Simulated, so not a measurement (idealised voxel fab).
This is a process module. Its name is voxel air gaps.
Each square cell in cross-section cut measures 5 nm, and the section as a whole is 285 nm wide.
Cross-section spec: square-cell grid; bands listed top down; each band is one or more rows.
Look at the band entry: it leads with the top's height and the bottom's height in nm. Then it lists the materials left to right, with a width in nm for each. The word "everywhere" on a single material says that material fills the band edge to edge. The word "blank" is empty space.
Beneath 0, the wafer as received is one material, and that level is where height counting begins. The lowest band goes on downward without a bottom; it is written like "0 and below".
A two-number width, for instance "30..40", indicates that the width is equal to the first number in the top row of the band and to the second number in the bottom row, and that it changes by a constant amount per row of cells.
Take "identical to before" at face value: in the step it is given for, the cross-section changed in none of its cells.
"closed voids" - sealed voids, min. 8 cells, no opening to top; format: width x height at distance (distance from left edge; nm throughout).
The remark found on a step's line after its settings is issued by the simulator itself and pertains to that step.
overlay nm: where the mask lay relative to plan, measured to the right, on steps with a mask; negatives go left.

[Steps in the process plan]
- 1: RECEIVE,material Si
- 2: CONFORMAL_DEP,material SiO2,thk nm 10
- 3: CONFORMAL_DEP,material SiN,thk nm 5
- 4: DIRECTIONAL_DEP,material SiO2,thk nm 30
- 5: DIRECTIONAL_DEP,material aC,thk nm 15
- 6: PATTERN,tone open,mask id LINES,material resist,width nm 25,pitch nm 50,thk nm 30,overlay nm 0
- 7: DIRECTIONAL_ETCH,etch materials aC,depth nm 15
- 8: STRIP,etch materials resist
- 9: DIRECTIONAL_ETCH,etch materials SiO2,depth nm 30
- 10: STRIP,etch materials aC
- 11: CONFORMAL_DEP,material TiN,thk nm 5
- 12: FILL_DEP,material Cu,thk nm 5
- 13: CMP,height nm 45
- 14: EPI,material Ru,thk nm 10
- 15: SELECTIVE_ETCH,etch materials SiO2,depth nm 40
- 16: CONFORMAL_DEP,material SiN,thk nm 5

[First out of two wafers; run went to plan]

[as received, after step 1]
* 0 and below | Si everywhere
* closed voids: none

[Wafer after step 2 (cross-section)]
* 10 down to 0 | SiO2 everywhere
* Below 0 it's all the same as before, nothing changed down there.

[Wafer after step 3 (cross-section)]
* 15 down to 10 | SiN everywhere
* Below 10 it's all the same as before, nothing changed down there.

[Wafer after step 4 (cross-section)]
* 45 down to 15 | SiO2 everywhere
* Below 15 it's all the same as before, nothing changed down there.

[Wafer after step 5 (cross-section)]
* 60 down to 45 | aC everywhere
* Below 45 it's all the same as before, nothing changed down there.

[Wafer after step 6 (cross-section)]
* 90 down to 60 | resist (55), blank (25), resist (25), blank (25), resist (25), blank (25), resist (25), blank (25), resist (55)
* Below 60 it's all the same as before, nothing changed down there.

[Wafer after step 7 (cross-section)]
* 75 down to 60 | resist (55), blank (25), resist (25), blank (25), resist (25), blank (25), resist (25), blank (25), resist (55)
* 60 down to 45 | aC (55), blank (25), aC (25), blank (25), aC (25), blank (25), aC (25), blank (25), aC (55)
* Below 45 it's all the same as before, nothing changed down there.

[Wafer after step 8 (cross-section)]
* 60 down to 45 | aC (55), blank (25), aC (25), blank (25), aC (25), blank (25), aC (25), blank (25), aC (55)
* Below 45 it's all the same as before, nothing changed down there.

[Wafer after step 9 (cross-section)]
* 60 down to 45 | aC (55), blank (25), aC (25), blank (25), aC (25), blank (25), aC (25), blank (25), aC (55)
* 45 down to 15 | SiO2 (55), blank (25), SiO2 (25), blank (25), SiO2 (25), blank (25), SiO2 (25), blank (25), SiO2 (55)
* Below 15 it's all the same as before, nothing changed down there.

[Wafer after step 10 (cross-section)]
* 45 down to 15 | SiO2 (55), blank (25), SiO2 (25), blank (25), SiO2 (25), blank (25), SiO2 (25), blank (25), SiO2 (55)
* Below 15 it's all the same as before, nothing changed down there.

[Wafer after step 11 (cross-section)]
* 50 down to 45 | TiN (60), blank (15), TiN (35), blank (15), TiN (35), blank (15), TiN (35), blank (15), TiN (60)
* 45 down to 20 | SiO2 (55), TiN (5), blank (15), TiN (5), SiO2 (25), TiN (5), blank (15), TiN (5), SiO2 (25), TiN (5), blank (15), TiN (5), SiO2 (25), TiN (5), blank (15), TiN (5), SiO2 (55)
* 20 down to 15 | SiO2 (55), TiN (25), SiO2 (25), TiN (25), SiO2 (25), TiN (25), SiO2 (25), TiN (25), SiO2 (55)
* Below 15 it's all the same as before, nothing changed down there.

[Wafer after step 12 (cross-section)]
* 55 down to 50 | Cu everywhere
* 50 down to 45 | TiN (60), Cu (15), TiN (35), Cu (15), TiN (35), Cu (15), TiN (35), Cu (15), TiN (60)
* 45 down to 20 | SiO2 (55), TiN (5), Cu (15), TiN (5), SiO2 (25), TiN (5), Cu (15), TiN (5), SiO2 (25), TiN (5), Cu (15), TiN (5), SiO2 (25), TiN (5), Cu (15), TiN (5), SiO2 (55)
* Below 20 it's all the same as before, nothing changed down there.

[Wafer after step 13 (cross-section)]
* 45 down to 20 | SiO2 (55), TiN (5), Cu (15), TiN (5), SiO2 (25), TiN (5), Cu (15), TiN (5), SiO2 (25), TiN (5), Cu (15), TiN (5), SiO2 (25), TiN (5), Cu (15), TiN (5), SiO2 (55)
* Below 20 it's all the same as before, nothing changed down there.

[Wafer after step 14 (cross-section)]
* 55 down to 45 | blank (45), Ru (45), blank (5), Ru (45), blank (5), Ru (45), blank (5), Ru (45), blank (45)
* Below 45 it's all the same as before, nothing changed down there.

[Wafer after step 15 (cross-section)]
* 55 down to 45 | blank (45), Ru (45), blank (5), Ru (45), blank (5), Ru (45), blank (5), Ru (45), blank (45)
* 45 down to 20 | blank (55), TiN (5), Cu (15), TiN (5), blank (25), TiN (5), Cu (15), TiN (5), blank (25), TiN (5), Cu (15), TiN (5), blank (25), TiN (5), Cu (15), TiN (5), blank (55)
* 20 down to 15 | blank (55), TiN (25), blank (25), TiN (25), blank (25), TiN (25), blank (25), TiN (25), blank (55)
* Below 15 it's all the same as before, nothing changed down there.

[Wafer after step 16 (cross-section)]
* 60 down to 55 | blank (40), SiN (205), blank (40)
* 55 down to 45 | blank (40), SiN (5), Ru (45), SiN (5), Ru (45), SiN (5), Ru (45), SiN (5), Ru (45), SiN (5), blank (40)
* 45 down to 40 | blank (40), SiN (15), TiN (5), Cu (15), TiN (5), SiN (25), TiN (5), Cu (15), TiN (5), SiN (25), TiN (5), Cu (15), TiN (5), SiN (25), TiN (5), Cu (15), TiN (5), SiN (15), blank (40)
* 40 down to 20 | blank (50), SiN (5), TiN (5), Cu (15), TiN (5), SiN (5), blank (15), SiN (5), TiN (5), Cu (15), TiN (5), SiN (5), blank (15), SiN (5), TiN (5), Cu (15), TiN (5), SiN (5), blank (15), SiN (5), TiN (5), Cu (15), TiN (5), SiN (5), blank (50)
* 20 down to 15 | SiN (55), TiN (25), SiN (25), TiN (25), SiN (25), TiN (25), SiN (25), TiN (25), SiN (55)
* Below 15 it's all the same as before, nothing changed down there.
* closed voids: 15 x 20 at 85; 15 x 20 at 135; 15 x 20 at 185

[second wafer: like start, like plan, one mistake. Through step 1 it matches the first wafer]

Second wafer, section view, time point: scheduled end of step 2: identical to before

[Second wafer, section view, time point: scheduled end of step 3]
* 5 down to 0 | SiN everywhere
* Below 0 it's all the same as before, nothing changed down there.

[Second wafer, section view, time point: scheduled end of step 4]
* 35 down to 5 | SiO2 everywhere
* Below 5 it's all the same as before, nothing changed down there.

[Second wafer, section view, time point: scheduled end of step 5]
* 50 down to 35 | aC everywhere
* Below 35 it's all the same as before, nothing changed down there.

[Second wafer, section view, time point: scheduled end of step 6]
* 80 down to 50 | resist (55), blank (25), resist (25), blank (25), resist (25), blank (25), resist (25), blank (25), resist (55)
* Below 50 it's all the same as before, nothing changed down there.

[Second wafer, section view, time point: scheduled end of step 7]
* 65 down to 50 | resist (55), blank (25), resist (25), blank (25), resist (25), blank (25), resist (25), blank (25), resist (55)
* 50 down to 35 | aC (55), blank (25), aC (25), blank (25), aC (25), blank (25), aC (25), blank (25), aC (55)
* Below 35 it's all the same as before, nothing changed down there.

[Second wafer, section view, time point: scheduled end of step 8]
* 50 down to 35 | aC (55), blank (25), aC (25), blank (25), aC (25), blank (25), aC (25), blank (25), aC (55)
* Below 35 it's all the same as before, nothing changed down there.

[Second wafer, section view, time point: scheduled end of step 9]
* 50 down to 35 | aC (55), blank (25), aC (25), blank (25), aC (25), blank (25), aC (25), blank (25), aC (55)
* 35 down to 5 | SiO2 (55), blank (25), SiO2 (25), blank (25), SiO2 (25), blank (25), SiO2 (25), blank (25), SiO2 (55)
* Below 5 it's all the same as before, nothing changed down there.

[Second wafer, section view, time point: scheduled end of step 10]
* 35 down to 5 | SiO2 (55), blank (25), SiO2 (25), blank (25), SiO2 (25), blank (25), SiO2 (25), blank (25), SiO2 (55)
* Below 5 it's all the same as before, nothing changed down there.

[Second wafer, section view, time point: scheduled end of step 11]
* 40 down to 35 | TiN (60), blank (15), TiN (35), blank (15), TiN (35), blank (15), TiN (35), blank (15), TiN (60)
* 35 down to 10 | SiO2 (55), TiN (5), blank (15), TiN (5), SiO2 (25), TiN (5), blank (15), TiN (5), SiO2 (25), TiN (5), blank (15), TiN (5), SiO2 (25), TiN (5), blank (15), TiN (5), SiO2 (55)
* 10 down to 5 | SiO2 (55), TiN (25), SiO2 (25), TiN (25), SiO2 (25), TiN (25), SiO2 (25), TiN (25), SiO2 (55)
* Below 5 it's all the same as before, nothing changed down there.

[Second wafer, section view, time point: scheduled end of step 12]
* 45 down to 40 | Cu everywhere
* 40 down to 35 | TiN (60), Cu (15), TiN (35), Cu (15), TiN (35), Cu (15), TiN (35), Cu (15), TiN (60)
* 35 down to 10 | SiO2 (55), TiN (5), Cu (15), TiN (5), SiO2 (25), TiN (5), Cu (15), TiN (5), SiO2 (25), TiN (5), Cu (15), TiN (5), SiO2 (25), TiN (5), Cu (15), TiN (5), SiO2 (55)
* Below 10 it's all the same as before, nothing changed down there.

Second wafer, section view, time point: scheduled end of step 13: identical to before

[Second wafer, section view, time point: scheduled end of step 14]
* 55 down to 45 | Ru everywhere
* Below 45 it's all the same as before, nothing changed down there.

Second wafer, section view, time point: scheduled end of step 15: identical to before

[Second wafer, section view, time point: scheduled end of step 16]
* 60 down to 55 | SiN everywhere
* Below 55 it's all the same as before, nothing changed down there.
Diagnosis: step 2 of the plan did not run at all; it was left out
Bottom line after processing is that, in cells, the second wafer is up or down on some materials versus the first: Cu: 69 more; Ru: 42 more; SiN: 84 fewer; SiO2: 108 more; TiN: 45 more
On completion, 0 closed voids are found in the second wafer, whereas the first wafer has 3.
